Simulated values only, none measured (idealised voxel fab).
Title: Process Module voxel double patterning
Cross-sectional view cut (width: 240 nm; square cell size: 5 nm).
Bands, listed from the top down, are how a cross-section gets written in this document; the cross-section itself is a grid of square cells, and a band is one or more rows of them. The entry gives the band's vertical extent as a top height and a bottom height in nm, then its horizontal make-up as materials from left to right, each with a width in nm. "blank" stands for empty space; a single material marked "everywhere" fills the band edge to edge. Height 0 is the level under which the wafer as received is all one material. The lowest band goes on downwards, as in "0..down". So if you see something like "30->40" for the width, read it as the top row of the band sitting at the first number and the bottom row at the second, with every row in between moving by the same amount as the last. Any step labelled "nothing got changed" changed none of the cells in the cross-section. The entry "Closed void table" lists the empty spaces that cover at least 8 cells and have no open path to the top. Each is written as width x height at distance, where the distance is measured from the left edge and all three values are in nm. Step line, after settings: the simulator's comment on this step. overlay nm: mask offset rightward from planned place, masked step; negative means leftward offset.
**Below is the list of planned process steps**
1. RECEIVE with material Si
2. CONFORMAL_DEP with material SiO2, thk nm 10
3. DIRECTIONAL_DEP with material W, thk nm 15
4. DIRECTIONAL_DEP with material SiCN, thk nm 5
5. PATTERN with tone open, mask id FIRST, material resist, width nm 15, pitch nm 50, thk nm 15, overlay nm -15
6. DIRECTIONAL_ETCH with etch materials SiCN, depth nm 5
7. STRIP with etch materials resist
8. MASKED_ETCH with tone open, mask id SECOND, width nm 15, pitch nm 50, etch materials SiCN, depth nm 5, overlay nm 0
9. DIRECTIONAL_ETCH with etch materials W, depth nm 15
10. STRIP with etch materials SiCN
For this document, wafers share an identical start and vary in the step 5 overlay nm; the plan quotes the first wafer's value.
**first wafer as received, after step 1**
0..down: Si everywhere
Closed void table: none
**Cross-section of the first of several wafers once the module has run through its last step, step 10**
25..10: 45 nm W, then 15 nm blank, then 25 nm W, then 25 nm blank, then 25 nm W, then 25 nm blank, then 80 nm W
10..0: SiO2 everywhere
0..down: Si everywhere
Closed void table: none
**Of the several wafers, the last: cross-section at the end of the module**
25..10: 75 nm W, then 25 nm blank, then 25 nm W, then 25 nm blank, then 25 nm W, then 15 nm blank, then 50 nm W
10..0: SiO2 everywhere
0..down: Si everywhere
Closed void table: none
**Here is how to read the rows: every wafer has a row, and it shows the wafer at the end of the module, giving for each material how many cells were gained (+) or lost (-) since the wafer was received, then listing its closed voids**
overlay nm -15, +96 SiO2, +105 W, Closed void table: none
overlay nm -10, +96 SiO2, +99 W, Closed void table: none
overlay nm -5, +96 SiO2, +99 W, Closed void table: none
overlay nm 0, +96 SiO2, +99 W, Closed void table: none
overlay nm 5, +96 SiO2, +99 W, Closed void table: none
overlay nm 10, +96 SiO2, +99 W, Closed void table: none
overlay nm 15, +96 SiO2, +105 W, Closed void table: none
